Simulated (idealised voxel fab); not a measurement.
The document below concerns the process module designated voxel transistor to metal.
For reference, the cross-section in this document is cut, with width 180 nm and square cells of 5 nm.
We lay out every cross-section as a grid of square cells and spell it out in bands from the top down, where one band means one or more rows of cells. Look at the band entry: it leads with the top's height and the bottom's height in nm. Then it lists the materials left to right, with a width in nm for each. The word "throughout" on a single material says that material fills the band edge to edge. The word "empty" is empty space. Heights are measured from 0, the level below which the as-received wafer is all one material; the lowest band has no bottom and continues downward, written as in "top 0, no bottom". A width such as "30..40" changes by the same amount from each row of cells to the next, from the band's top row to its bottom row. Take "everything unchanged" at face value: in the step it is given for, the cross-section changed in none of its cells. Entry "Entrapped voids". Content: empty spaces with no open connection to the top, size 8 cells or greater. Each: width x height at distance. Distance: from left edge. Unit: nm. Whatever follows a step's settings on its line is a remark the simulator itself makes about that step. Steps that use a mask can have "overlay nm" on their line. It says how far the mask sat to the right of where it was meant to be. Negative means to the left. Note on reading: below, each pair holds a cross-section from before one process step and one from after it; the one from after shows only down to the lowest band that changed. Beneath the pair, the step in between is stated along with its settings. The pairs can stem from different runs of this module on the same starting wafer. Where a pair's entry headed "Pre-step geometry" says so, and only there, that pair continues from the pair above it.
-- Pre-step geometry
	top 105, bottom 75: lowk: 45, then empty: 15, then lowk: 55, then empty: 15, then lowk: 50
	top 75, bottom 70: SiCN: 45, then empty: 15, then SiCN: 55, then empty: 15, then SiCN: 50
	top 70, bottom 65: SiCN: 40, then Ru: 25, then SiCN: 45, then Ru: 25, then SiCN: 45
	top 65, bottom 45: lowk: 45, then TiN: 5, then Ru: 5, then TiN: 5, then lowk: 55, then TiN: 5, then Ru: 5, then TiN: 5, then lowk: 50
	top 45, bottom 40: SiN: 45, then TiN: 15, then SiN: 55, then TiN: 15, then SiN: 50
	top 40, bottom 30: SiO2: 45, then TiN: 5, then Ru: 20, then TiN: 5, then SiO2: 25, then TiN: 5, then Ru: 20, then TiN: 5, then SiO2: 50
	top 30, bottom 15: SiO2: 45, then TiN: 5, then Ru: 20, then TiN: 5, then SiN: 5, then SiCN: 15, then SiN: 5, then TiN: 5, then Ru: 20, then TiN: 5, then SiO2: 50
	top 15, bottom 5: SiO2: 45, then TiN: 5, then Ru: 20, then TiN: 5, then SiN: 5, then polySi: 15, then SiN: 5, then TiN: 5, then Ru: 20, then TiN: 5, then SiO2: 50
	top 5, bottom 0: SiO2: 45, then TiN: 5, then Ru: 10, then TiN: 15, then SiN: 5, then polySi: 15, then SiN: 5, then TiN: 15, then Ru: 10, then TiN: 5, then SiO2: 50
	top 0, bottom -5: SiO2: 35, then SiN: 5, then SiO2: 5, then TiN: 5, then Ru: 10, then TiN: 5, then SiGe: 10, then SiN: 5, then polySi: 15, then SiN: 5, then SiGe: 10, then TiN: 5, then Ru: 10, then TiN: 5, then SiO2: 5, then SiN: 5, then SiO2: 40
	top -5, bottom -10: SiO2: 35, then SiN: 5, then SiO2: 5, then TiN: 20, then SiGe: 10, then SiN: 5, then SiO2: 15, then SiN: 5, then SiGe: 10, then TiN: 20, then SiO2: 5, then SiN: 5, then SiO2: 40
	top -10, bottom -20: SiO2: 40..45, then SiGe: 35..30, then Si: 25, then SiGe: 35..30, then SiO2: 45..50
	top -20, bottom -30: SiO2: 45, then Si: 85, then SiO2: 50
	top -30, no bottom: Si throughout
	Entrapped voids: none
-- Cross-Section Thereafter
	top 110, bottom 105: TiN: 50, then empty: 5, then TiN: 65, then empty: 5, then TiN: 55
	top 105, bottom 75: lowk: 45, then TiN: 5, then empty: 5, then TiN: 5, then lowk: 55, then TiN: 5, then empty: 5, then TiN: 5, then lowk: 50
	top 75, bottom 70: SiCN: 45, then TiN: 15, then SiCN: 55, then TiN: 15, then SiCN: 50
	Heights below 70 show no change.
	Entrapped voids: none
Going from the before section above to the after section, the step was CONFORMAL_DEP,material TiN,thk nm 5
Pre-step geometry: just use the after drawing of the pair above as your starting point.
-- Cross-Section Thereafter
	top 115, bottom 110: Cu throughout
	top 110, bottom 105: TiN: 50, then Cu: 5, then TiN: 65, then Cu: 5, then TiN: 55
	top 105, bottom 75: lowk: 45, then TiN: 5, then Cu: 5, then TiN: 5, then lowk: 55, then TiN: 5, then Cu: 5, then TiN: 5, then lowk: 50
	Heights below 75 show no change.
	Entrapped voids: none
Going from the before section above to the after section, the step was FILL_DEP,material Cu,thk nm 5
Pre-step geometry: just use the after drawing of the pair above as your starting point.
-- Cross-Section Thereafter
	top 105, bottom 75: lowk: 45, then TiN: 5, then Cu: 5, then TiN: 5, then lowk: 55, then TiN: 5, then Cu: 5, then TiN: 5, then lowk: 50
	Heights below 75 show no change.
	Entrapped voids: none
Going from the before section above to the after section, the step was CMP,height nm 105
Pre-step geometry: just use the after drawing of the pair above as your starting point.
-- Cross-Section Thereafter
	top 110, bottom 105: SiCN throughout
	Heights below 105 show no change.
	Entrapped voids: none
Going from the before section above to the after section, the step was CONFORMAL_DEP,material SiCN,thk nm 5
-- Pre-step geometry
	top 40, bottom 30: SiCN: 35, then empty: 105, then SiCN: 40
	top 30, bottom 25: SiCN throughout
	top 25, bottom 15: polySi: 35, then SiCN: 105, then polySi: 40
	top 15, bottom 5: polySi throughout
	top 5, bottom -5: SiO2: 35, then polySi: 105, then SiO2: 40
	top -5, bottom -10: SiO2 throughout
	top -10, bottom -30: SiO2: 45, then Si: 85, then SiO2: 50
	top -30, no bottom: Si throughout
	Entrapped voids: none
-- Cross-Section Thereafter
	top 55, bottom 45: SiCN: 35, then empty: 105, then SiCN: 40
	top 45, bottom 25: SiCN throughout
	Heights below 25 show no change.
	Entrapped voids: none
Going from the before section above to the after section, the step was DIRECTIONAL_DEP,material SiCN,thk nm 15
Pre-step geometry: just use the after drawing of the pair above as your starting point.
-- Cross-Section Thereafter
	top 65, bottom 55: aC: 35, then empty: 105, then aC: 40
	top 55, bottom 45: SiCN: 35, then aC: 105, then SiCN: 40
	Heights below 45 show no change.
	Entrapped voids: none
Going from the before section above to the after section, the step was DIRECTIONAL_DEP,material aC,thk nm 10
Pre-step geometry: just use the after drawing of the pair above as your starting point.
-- Cross-Section Thereafter
	top 95, bottom 65: empty: 80, then resist: 15, then empty: 85
	top 65, bottom 55: aC: 35, then empty: 45, then resist: 15, then empty: 45, then aC: 40
	Heights below 55 show no change.
	Entrapped voids: none
Going from the before section above to the after section, the step was PATTERN,tone cover,mask id GATE,material resist,width nm 15,thk nm 30,overlay nm 0
Pre-step geometry: just use the after drawing of the pair above as your starting point.
-- Cross-Section Thereafter
	top 85, bottom 55: empty: 80, then resist: 15, then empty: 85
	top 55, bottom 45: SiCN: 35, then empty: 45, then aC: 15, then empty: 45, then SiCN: 40
	Heights below 45 show no change.
	Entrapped voids: none
Going from the before section above to the after section, the step was DIRECTIONAL_ETCH,etch materials aC,depth nm 10
Pre-step geometry: just use the after drawing of the pair above as your starting point.
-- Cross-Section Thereafter
	top 55, bottom 45: SiCN: 35, then empty: 45, then aC: 15, then empty: 45, then SiCN: 40
	Heights below 45 show no change.
	Entrapped voids: none
Going from the before section above to the after section, the step was STRIP,etch materials resist
Pre-step geometry: just use the after drawing of the pair above as your starting point.
-- Cross-Section Thereafter
	top 55, bottom 45: empty: 80, then aC: 15, then empty: 85
	top 45, bottom 30: empty: 80, then SiCN: 15, then empty: 85
	top 30, bottom 25: SiCN: 35, then empty: 45, then SiCN: 15, then empty: 45, then SiCN: 40
	top 25, bottom 20: polySi: 35, then empty: 45, then SiCN: 15, then empty: 45, then polySi: 40
	Heights below 20 show no change.
	Entrapped voids: none
Going from the before section above to the after section, the step was DIRECTIONAL_ETCH,etch materials SiCN,depth nm 25
Pre-step geometry: just use the after drawing of the pair above as your starting point.
-- Cross-Section Thereafter
	top 45, bottom 30: empty: 80, then SiCN: 15, then empty: 85
	Heights below 30 show no change.
	Entrapped voids: none
Going from the before section above to the after section, the step was STRIP,etch materials aC
Pre-step geometry: just use the after drawing of the pair above as your starting point.
-- Cross-Section Thereafter
	top 50, bottom 45: empty: 75, then SiO2: 25, then empty: 80
	top 45, bottom 35: empty: 75, then SiO2: 5, then SiCN: 15, then SiO2: 5, then empty: 80
	top 35, bottom 30: SiO2: 40, then empty: 35, then SiO2: 5, then SiCN: 15, then SiO2: 5, then empty: 35, then SiO2: 45
	top 30, bottom 25: SiCN: 35, then SiO2: 5, then empty: 35, then SiO2: 5, then SiCN: 15, then SiO2: 5, then empty: 35, then SiO2: 5, then SiCN: 40
	top 25, bottom 20: polySi: 35, then SiO2: 45, then SiCN: 15, then SiO2: 45, then polySi: 40
	Heights below 20 show no change.
	Entrapped voids: none
Going from the before section above to the after section, the step was CONFORMAL_DEP,material SiO2,thk nm 5
Pre-step geometry: just use the after drawing of the pair above as your starting point.
-- Cross-Section Thereafter
	top 45, bottom 30: empty: 75, then SiO2: 5, then SiCN: 15, then SiO2: 5, then empty: 80
	top 30, bottom 25: SiCN: 35, then SiO2: 5, then empty: 35, then SiO2: 5, then SiCN: 15, then SiO2: 5, then empty: 35, then SiO2: 5, then SiCN: 40
	top 25, bottom 20: polySi: 35, then SiO2: 5, then empty: 35, then SiO2: 5, then SiCN: 15, then SiO2: 5, then empty: 35, then SiO2: 5, then polySi: 40
	Heights below 20 show no change.
	Entrapped voids: none
Going from the before section above to the after section, the step was DIRECTIONAL_ETCH,etch materials SiO2,depth nm 5
Pre-step geometry: just use the after drawing of the pair above as your starting point.
-- Cross-Section Thereafter
	top 50, bottom 45: empty: 70, then SiN: 35, then empty: 75
	top 45, bottom 35: empty: 70, then SiN: 5, then SiO2: 5, then SiCN: 15, then SiO2: 5, then SiN: 5, then empty: 75
	top 35, bottom 30: SiN: 45, then empty: 25, then SiN: 5, then SiO2: 5, then SiCN: 15, then SiO2: 5, then SiN: 5, then empty: 25, then SiN: 50
	top 30, bottom 25: SiCN: 35, then SiO2: 5, then SiN: 5, then empty: 25, then SiN: 5, then SiO2: 5, then SiCN: 15, then SiO2: 5, then SiN: 5, then empty: 25, then SiN: 5, then SiO2: 5, then SiCN: 40
	top 25, bottom 20: polySi: 35, then SiO2: 5, then SiN: 35, then SiO2: 5, then SiCN: 15, then SiO2: 5, then SiN: 35, then SiO2: 5, then polySi: 40
	Heights below 20 show no change.
	Entrapped voids: none
Going from the before section above to the after section, the step was CONFORMAL_DEP,material SiN,thk nm 5
Pre-step geometry: just use the after drawing of the pair above as your starting point.
-- Cross-Section Thereafter
	top 45, bottom 30: empty: 70, then SiN: 5, then SiO2: 5, then SiCN: 15, then SiO2: 5, then SiN: 5, then empty: 75
	top 30, bottom 25: SiCN: 35, then SiO2: 5, then SiN: 5, then empty: 25, then SiN: 5, then SiO2: 5, then SiCN: 15, then SiO2: 5, then SiN: 5, then empty: 25, then SiN: 5, then SiO2: 5, then SiCN: 40
	top 25, bottom 20: polySi: 35, then SiO2: 5, then SiN: 5, then empty: 25, then SiN: 5, then SiO2: 5, then SiCN: 15, then SiO2: 5, then SiN: 5, then empty: 25, then SiN: 5, then SiO2: 5, then polySi: 40
	Heights below 20 show no change.
	Entrapped voids: none
Going from the before section above to the after section, the step was DIRECTIONAL_ETCH,etch materials SiN,depth nm 5
Pre-step geometry: just use the after drawing of the pair above as your starting point.
-- Cross-Section Thereafter
	top 45, bottom 40: empty: 70, then SiN: 5, then empty: 5, then SiCN: 15, then empty: 5, then SiN: 5, then empty: 75
	top 40, bottom 30: empty: 70, then SiN: 5, then SiO2: 5, then SiCN: 15, then SiO2: 5, then SiN: 5, then empty: 75
	top 30, bottom 25: SiCN: 35, then empty: 5, then SiN: 5, then empty: 25, then SiN: 5, then SiO2: 5, then SiCN: 15, then SiO2: 5, then SiN: 5, then empty: 25, then SiN: 5, then empty: 5, then SiCN: 40
	Heights below 25 show no change.
	Entrapped voids: none
Going from the before section above to the after section, the step was DIRECTIONAL_ETCH,etch materials SiO2,depth nm 5
Pre-step geometry: just use the after drawing of the pair above as your starting point.
-- Cross-Section Thereafter
	top 55, bottom 45: SiO2 throughout
	top 45, bottom 30: SiO2: 70, then SiN: 5, then SiO2: 5, then SiCN: 15, then SiO2: 5, then SiN: 5, then SiO2: 75
	top 30, bottom 25: SiCN: 35, then SiO2: 5, then SiN: 5, then SiO2: 25, then SiN: 5, then SiO2: 5, then SiCN: 15, then SiO2: 5, then SiN: 5, then SiO2: 25, then SiN: 5, then SiO2: 5, then SiCN: 40
	top 25, bottom 20: polySi: 35, then SiO2: 5, then SiN: 5, then SiO2: 25, then SiN: 5, then SiO2: 5, then SiCN: 15, then SiO2: 5, then SiN: 5, then SiO2: 25, then SiN: 5, then SiO2: 5, then polySi: 40
	Heights below 20 show no change.
	Entrapped voids: none
Going from the before section above to the after section, the step was FILL_DEP,material SiO2,thk nm 10
Pre-step geometry: just use the after drawing of the pair above as your starting point.
-- Cross-Section Thereafter
	top 30, bottom 25: SiCN: 35, then SiO2: 5, then SiN: 5, then SiO2: 25, then SiN: 5, then SiO2: 5, then SiCN: 15, then SiO2: 5, then SiN: 5, then SiO2: 25, then SiN: 5, then SiO2: 5, then SiCN: 40
	Heights below 25 show no change.
	Entrapped voids: none
Going from the before section above to the after section, the step was CMP,height nm 30
Pre-step geometry: just use the after drawing of the pair above as your starting point.
-- Cross-Section Thereafter
	top 40, bottom 30: SiO2 throughout
	Heights below 30 show no change.
	Entrapped voids: none
Going from the before section above to the after section, the step was DIRECTIONAL_DEP,material SiO2,thk nm 10
Pre-step geometry: just use the after drawing of the pair above as your starting point.
-- Cross-Section Thereafter
	top 50, bottom 40: aC throughout
	Heights below 40 show no change.
	Entrapped voids: none
Going from the before section above to the after section, the step was DIRECTIONAL_DEP,material aC,thk nm 10
Pre-step geometry: just use the after drawing of the pair above as your starting point.
-- Cross-Section Thereafter
	top 75, bottom 50: resist: 45, then empty: 30, then resist: 25, then empty: 30, then resist: 50
	Heights below 50 show no change.
	Entrapped voids: none
Going from the before section above to the after section, the step was PATTERN,tone open,mask id CONTACT,material resist,width nm 30,pitch nm 55,thk nm 25,overlay nm 0
Pre-step geometry: just use the after drawing of the pair above as your starting point.
-- Cross-Section Thereafter
	top 65, bottom 50: resist: 45, then empty: 30, then resist: 25, then empty: 30, then resist: 50
	top 50, bottom 40: aC: 45, then empty: 30, then aC: 25, then empty: 30, then aC: 50
	Heights below 40 show no change.
	Entrapped voids: none
Going from the before section above to the after section, the step was DIRECTIONAL_ETCH,etch materials aC,depth nm 10
Pre-step geometry: just use the after drawing of the pair above as your starting point.
-- Cross-Section Thereafter
	top 50, bottom 40: aC: 45, then empty: 30, then aC: 25, then empty: 30, then aC: 50
	Heights below 40 show no change.
	Entrapped voids: none
Going from the before section above to the after section, the step was STRIP,etch materials resist
Pre-step geometry: just use the after drawing of the pair above as your starting point.
-- Cross-Section Thereafter
	top 50, bottom 40: aC: 45, then empty: 30, then aC: 25, then empty: 30, then aC: 50
	top 40, bottom 30: SiO2: 45, then empty: 30, then SiO2: 25, then empty: 30, then SiO2: 50
	top 30, bottom 25: SiCN: 35, then SiO2: 5, then SiN: 5, then empty: 25, then SiN: 5, then SiO2: 5, then SiCN: 15, then SiO2: 5, then SiN: 5, then empty: 25, then SiN: 5, then SiO2: 5, then SiCN: 40
	top 25, bottom 20: polySi: 35, then SiO2: 5, then SiN: 5, then empty: 25, then SiN: 5, then SiO2: 5, then SiCN: 15, then SiO2: 5, then SiN: 5, then empty: 25, then SiN: 5, then SiO2: 5, then polySi: 40
	Heights below 20 show no change.
	Entrapped voids: none
Going from the before section above to the after section, the step was DIRECTIONAL_ETCH,etch materials SiO2,depth nm 50
Pre-step geometry: just use the after drawing of the pair above as your starting point.
-- Cross-Section Thereafter
	top 40, bottom 30: SiO2: 45, then empty: 30, then SiO2: 25, then empty: 30, then SiO2: 50
	Heights below 30 show no change.
	Entrapped voids: none
Going from the before section above to the after section, the step was STRIP,etch materials aC
Pre-step geometry: just use the after drawing of the pair above as your starting point.
-- Cross-Section Thereafter
	top 45, bottom 40: TiN: 50, then empty: 20, then TiN: 35, then empty: 20, then TiN: 55
	top 40, bottom 30: SiO2: 45, then TiN: 5, then empty: 20..15, then TiN: 5..10, then SiO2: 25, then TiN: 5..10, then empty: 20..15, then TiN: 5, then SiO2: 50
	top 30, bottom 25: SiCN: 35, then SiO2: 5, then SiN: 5, then TiN: 5, then empty: 15, then TiN: 5, then SiN: 5, then SiO2: 5, then SiCN: 15, then SiO2: 5, then SiN: 5, then TiN: 5, then empty: 15, then TiN: 5, then SiN: 5, then SiO2: 5, then SiCN: 40
	top 25, bottom 20: polySi: 35, then SiO2: 5, then SiN: 5, then TiN: 25, then SiN: 5, then SiO2: 5, then SiCN: 15, then SiO2: 5, then SiN: 5, then TiN: 25, then SiN: 5, then SiO2: 5, then polySi: 40
	Heights below 20 show no change.
	Entrapped voids: none
Going from the before section above to the after section, the step was CONFORMAL_DEP,material TiN,thk nm 5
Pre-step geometry: just use the after drawing of the pair above as your starting point.
-- Cross-Section Thereafter
	top 55, bottom 45: Ru throughout
	top 45, bottom 40: TiN: 50, then Ru: 20, then TiN: 35, then Ru: 20, then TiN: 55
	top 40, bottom 30: SiO2: 45, then TiN: 5, then Ru: 20..15, then TiN: 5..10, then SiO2: 25, then TiN: 5..10, then Ru: 20..15, then TiN: 5, then SiO2: 50
	top 30, bottom 25: SiCN: 35, then SiO2: 5, then SiN: 5, then TiN: 5, then Ru: 15, then TiN: 5, then SiN: 5, then SiO2: 5, then SiCN: 15, then SiO2: 5, then SiN: 5, then TiN: 5, then Ru: 15, then TiN: 5, then SiN: 5, then SiO2: 5, then SiCN: 40
	Heights below 25 show no change.
	Entrapped voids: none
Going from the before section above to the after section, the step was FILL_DEP,material Ru,thk nm 10
Pre-step geometry: just use the after drawing of the pair above as your starting point.
-- Cross-Section Thereafter
	top 40, bottom 30: SiO2: 45, then TiN: 5, then Ru: 20..15, then TiN: 5..10, then SiO2: 25, then TiN: 5..10, then Ru: 20..15, then TiN: 5, then SiO2: 50
	Heights below 30 show no change.
	Entrapped voids: none
Going from the before section above to the after section, the step was CMP,height nm 40
Pre-step geometry: just use the after drawing of the pair above as your starting point.
-- Cross-Section Thereafter
	top 45, bottom 40: SiN throughout
	Heights below 40 show no change.
	Entrapped voids: none
Going from the before section above to the after section, the step was CONFORMAL_DEP,material SiN,thk nm 5
Pre-step geometry: just use the after drawing of the pair above as your starting point.
-- Cross-Section Thereafter
	top 65, bottom 45: lowk throughout
	Heights below 45 show no change.
	Entrapped voids: none
Going from the before section above to the after section, the step was DIRECTIONAL_DEP,material lowk,thk nm 20
Pre-step geometry: just use the after drawing of the pair above as your starting point.
-- Cross-Section Thereafter
	top 85, bottom 65: resist: 45, then empty: 15, then resist: 55, then empty: 15, then resist: 50
	Heights below 65 show no change.
	Entrapped voids: none
Going from the before section above to the after section, the step was PATTERN,tone open,mask id METAL_1,material resist,width nm 15,pitch nm 70,thk nm 20,overlay nm 0
Pre-step geometry: just use the after drawing of the pair above as your starting point.
-- Cross-Section Thereafter
	top 85, bottom 65: resist: 45, then empty: 15, then resist: 55, then empty: 15, then resist: 50
	top 65, bottom 45: lowk: 45, then empty: 15, then lowk: 55, then empty: 15, then lowk: 50
	Heights below 45 show no change.
	Entrapped voids: none
Going from the before section above to the after section, the step was DIRECTIONAL_ETCH,etch materials lowk,depth nm 20
Pre-step geometry: just use the after drawing of the pair above as your starting point.
-- Cross-Section Thereafter
	top 85, bottom 65: resist: 45, then empty: 15, then resist: 55, then empty: 15, then resist: 50
	top 65, bottom 45: lowk: 45, then empty: 15, then lowk: 55, then empty: 15, then lowk: 50
	top 45, bottom 40: SiN: 45, then empty: 15, then SiN: 55, then empty: 15, then SiN: 50
	Heights below 40 show no change.
	Entrapped voids: none
Going from the before section above to the after section, the step was DIRECTIONAL_ETCH,etch materials SiN,depth nm 5
Pre-step geometry: just use the after drawing of the pair above as your starting point.
-- Cross-Section Thereafter
	top 65, bottom 45: lowk: 45, then empty: 15, then lowk: 55, then empty: 15, then lowk: 50
	Heights below 45 show no change.
	Entrapped voids: none
Going from the before section above to the after section, the step was STRIP,etch materials resist
Pre-step geometry: just use the after drawing of the pair above as your starting point.
-- Cross-Section Thereafter
	top 70, bottom 65: TiN: 50, then empty: 5, then TiN: 65, then empty: 5, then TiN: 55
	top 65, bottom 45: lowk: 45, then TiN: 5, then empty: 5, then TiN: 5, then lowk: 55, then TiN: 5, then empty: 5, then TiN: 5, then lowk: 50
	top 45, bottom 40: SiN: 45, then TiN: 15, then SiN: 55, then TiN: 15, then SiN: 50
	Heights below 40 show no change.
	Entrapped voids: none
Going from the before section above to the after section, the step was CONFORMAL_DEP,material TiN,thk nm 5
Pre-step geometry: just use the after drawing of the pair above as your starting point.
-- Cross-Section Thereafter
	top 75, bottom 70: Ru throughout
	top 70, bottom 65: TiN: 50, then Ru: 5, then TiN: 65, then Ru: 5, then TiN: 55
	top 65, bottom 45: lowk: 45, then TiN: 5, then Ru: 5, then TiN: 5, then lowk: 55, then TiN: 5, then Ru: 5, then TiN: 5, then lowk: 50
	Heights below 45 show no change.
	Entrapped voids: none
Going from the before section above to the after section, the step was FILL_DEP,material Ru,thk nm 5
Pre-step geometry: just use the after drawing of the pair above as your starting point.
-- Cross-Section Thereafter
	top 65, bottom 45: lowk: 45, then TiN: 5, then Ru: 5, then TiN: 5, then lowk: 55, then TiN: 5, then Ru: 5, then TiN: 5, then lowk: 50
	Heights below 45 show no change.
	Entrapped voids: none
Going from the before section above to the after section, the step was CMP,height nm 65
Pre-step geometry: just use the after drawing of the pair above as your starting point.
-- Cross-Section Thereafter
	top 70, bottom 65: empty: 40, then Ru: 25, then empty: 45, then Ru: 25, then empty: 45
	Heights below 65 show no change.
	Entrapped voids: none
Going from the before section above to the after section, the step was EPI,material Ru,thk nm 5
Pre-step geometry: just use the after drawing of the pair above as your starting point.
-- Cross-Section Thereafter
	top 75, bottom 70: SiCN throughout
	top 70, bottom 65: SiCN: 40, then Ru: 25, then SiCN: 45, then Ru: 25, then SiCN: 45
	Heights below 65 show no change.
	Entrapped voids: none
Going from the before section above to the after section, the step was FILL_DEP,material SiCN,thk nm 5
Pre-step geometry: just use the after drawing of the pair above as your starting point.
-- Cross-Section Thereafter
	top 105, bottom 75: lowk throughout
	Heights below 75 show no change.
	Entrapped voids: none
Going from the before section above to the after section, the step was DIRECTIONAL_DEP,material lowk,thk nm 30
Pre-step geometry: just use the after drawing of the pair above as your starting point.
-- Cross-Section Thereafter
	top 120, bottom 105: aC throughout
	Heights below 105 show no change.
	Entrapped voids: none
Going from the before section above to the after section, the step was DIRECTIONAL_DEP,material aC,thk nm 15
Pre-step geometry: just use the after drawing of the pair above as your starting point.
-- Cross-Section Thereafter
	top 155, bottom 120: resist: 45, then empty: 15, then resist: 55, then empty: 15, then resist: 50
	Heights below 120 show no change.
	Entrapped voids: none
Going from the before section above to the after section, the step was PATTERN,tone open,mask id METAL_2,material resist,width nm 15,pitch nm 70,thk nm 35,overlay nm 0
Pre-step geometry: just use the after drawing of the pair above as your starting point.
-- Cross-Section Thereafter
	top 140, bottom 120: resist: 45, then empty: 15, then resist: 55, then empty: 15, then resist: 50
	top 120, bottom 105: aC: 45, then empty: 15, then aC: 55, then empty: 15, then aC: 50
	Heights below 105 show no change.
	Entrapped voids: none
Going from the before section above to the after section, the step was DIRECTIONAL_ETCH,etch materials aC,depth nm 15
Pre-step geometry: just use the after drawing of the pair above as your starting point.
-- Cross-Section Thereafter
	top 120, bottom 105: aC: 45, then empty: 15, then aC: 55, then empty: 15, then aC: 50
	Heights below 105 show no change.
	Entrapped voids: none
Going from the before section above to the after section, the step was STRIP,etch materials resist
Pre-step geometry: just use the after drawing of the pair above as your starting point.
-- Cross-Section Thereafter
	top 120, bottom 105: aC: 45, then empty: 15, then aC: 55, then empty: 15, then aC: 50
	top 105, bottom 90: lowk: 45, then empty: 15, then lowk: 55, then empty: 15, then lowk: 50
	Heights below 90 show no change.
	Entrapped voids: none
Going from the before section above to the after section, the step was DIRECTIONAL_ETCH,etch materials lowk,depth nm 15
Pre-step geometry: just use the after drawing of the pair above as your starting point.
-- Cross-Section Thereafter
	top 105, bottom 90: lowk: 45, then empty: 15, then lowk: 55, then empty: 15, then lowk: 50
	Heights below 90 show no change.
	Entrapped voids: none
Going from the before section above to the after section, the step was STRIP,etch materials aC
Pre-step geometry: just use the after drawing of the pair above as your starting point.
-- Cross-Section Thereafter
	top 115, bottom 105: aC: 45, then empty: 15, then aC: 55, then empty: 15, then aC: 50
	top 105, bottom 100: lowk: 45, then empty: 15, then lowk: 55, then empty: 15, then lowk: 50
	top 100, bottom 90: lowk: 45, then aC: 15, then lowk: 55, then aC: 15, then lowk: 50
	Heights below 90 show no change.
	Entrapped voids: none
Going from the before section above to the after section, the step was DIRECTIONAL_DEP,material aC,thk nm 10
Pre-step geometry: just use the after drawing of the pair above as your starting point.
-- Cross-Section Thereafter
	top 145, bottom 115: resist: 45, then empty: 15, then resist: 55, then empty: 15, then resist: 50
	Heights below 115 show no change.
	Entrapped voids: none
Going from the before section above to the after section, the step was PATTERN,tone open,mask id METAL_2_HOLES,material resist,width nm 15,pitch nm 70,thk nm 30,overlay nm 0
Pre-step geometry: just use the after drawing of the pair above as your starting point.
-- Cross-Section Thereafter
	top 135, bottom 115: resist: 45, then empty: 15, then resist: 55, then empty: 15, then resist: 50
	top 115, bottom 105: aC: 45, then empty: 15, then aC: 55, then empty: 15, then aC: 50
	top 105, bottom 90: lowk: 45, then empty: 15, then lowk: 55, then empty: 15, then lowk: 50
	Heights below 90 show no change.
	Entrapped voids: none
Going from the before section above to the after section, the step was DIRECTIONAL_ETCH,etch materials aC,depth nm 10
Pre-step geometry: just use the after drawing of the pair above as your starting point.
-- Cross-Section Thereafter
	top 115, bottom 105: aC: 45, then empty: 15, then aC: 55, then empty: 15, then aC: 50
	Heights below 105 show no change.
	Entrapped voids: none
Going from the before section above to the after section, the step was STRIP,etch materials resist
Pre-step geometry: just use the after drawing of the pair above as your starting point.
-- Cross-Section Thereafter
	top 115, bottom 105: aC: 45, then empty: 15, then aC: 55, then empty: 15, then aC: 50
	top 105, bottom 75: lowk: 45, then empty: 15, then lowk: 55, then empty: 15, then lowk: 50
	Heights below 75 show no change.
	Entrapped voids: none
Going from the before section above to the after section, the step was DIRECTIONAL_ETCH,etch materials lowk,depth nm 15
Pre-step geometry: just use the after drawing of the pair above as your starting point.
-- Cross-Section Thereafter
	top 115, bottom 105: aC: 45, then empty: 15, then aC: 55, then empty: 15, then aC: 50
	top 105, bottom 75: lowk: 45, then empty: 15, then lowk: 55, then empty: 15, then lowk: 50
	top 75, bottom 70: SiCN: 45, then empty: 15, then SiCN: 55, then empty: 15, then SiCN: 50
	Heights below 70 show no change.
	Entrapped voids: none
Going from the before section above to the after section, the step was DIRECTIONAL_ETCH,etch materials SiCN,depth nm 5
Pre-step geometry: just use the after drawing of the pair above as your starting point.
-- Cross-Section Thereafter
	top 105, bottom 75: lowk: 45, then empty: 15, then lowk: 55, then empty: 15, then lowk: 50
	Heights below 75 show no change.
	Entrapped voids: none
Going from the before section above to the after section, the step was STRIP,etch materials aC
Pre-step geometry: just use the after drawing of the pair above as your starting point.
-- Cross-Section Thereafter
	top 110, bottom 105: TiN: 50, then empty: 5, then TiN: 65, then empty: 5, then TiN: 55
	top 105, bottom 75: lowk: 45, then TiN: 5, then empty: 5, then TiN: 5, then lowk: 55, then TiN: 5, then empty: 5, then TiN: 5, then lowk: 50
	top 75, bottom 70: SiCN: 45, then TiN: 15, then SiCN: 55, then TiN: 15, then SiCN: 50
	Heights below 70 show no change.
	Entrapped voids: none
Going from the before section above to the after section, the step was CONFORMAL_DEP,material TiN,thk nm 5
Pre-step geometry: just use the after drawing of the pair above as your starting point.
-- Cross-Section Thereafter
	top 115, bottom 110: Cu throughout
	top 110, bottom 105: TiN: 50, then Cu: 5, then TiN: 65, then Cu: 5, then TiN: 55
	top 105, bottom 75: lowk: 45, then TiN: 5, then Cu: 5, then TiN: 5, then lowk: 55, then TiN: 5, then Cu: 5, then TiN: 5, then lowk: 50
	Heights below 75 show no change.
	Entrapped voids: none
Going from the before section above to the after section, the step was FILL_DEP,material Cu,thk nm 5
Pre-step geometry: just use the after drawing of the pair above as your starting point.
-- Cross-Section Thereafter
	top 105, bottom 75: lowk: 45, then TiN: 5, then Cu: 5, then TiN: 5, then lowk: 55, then TiN: 5, then Cu: 5, then TiN: 5, then lowk: 50
	Heights below 75 show no change.
	Entrapped voids: none
Going from the before section above to the after section, the step was CMP,height nm 105
Pre-step geometry: just use the after drawing of the pair above as your starting point.
-- Cross-Section Thereafter
	top 110, bottom 105: SiCN throughout
	Heights below 105 show no change.
	Entrapped voids: none
Going from the before section above to the after section, the step was CONFORMAL_DEP,material SiCN,thk nm 5
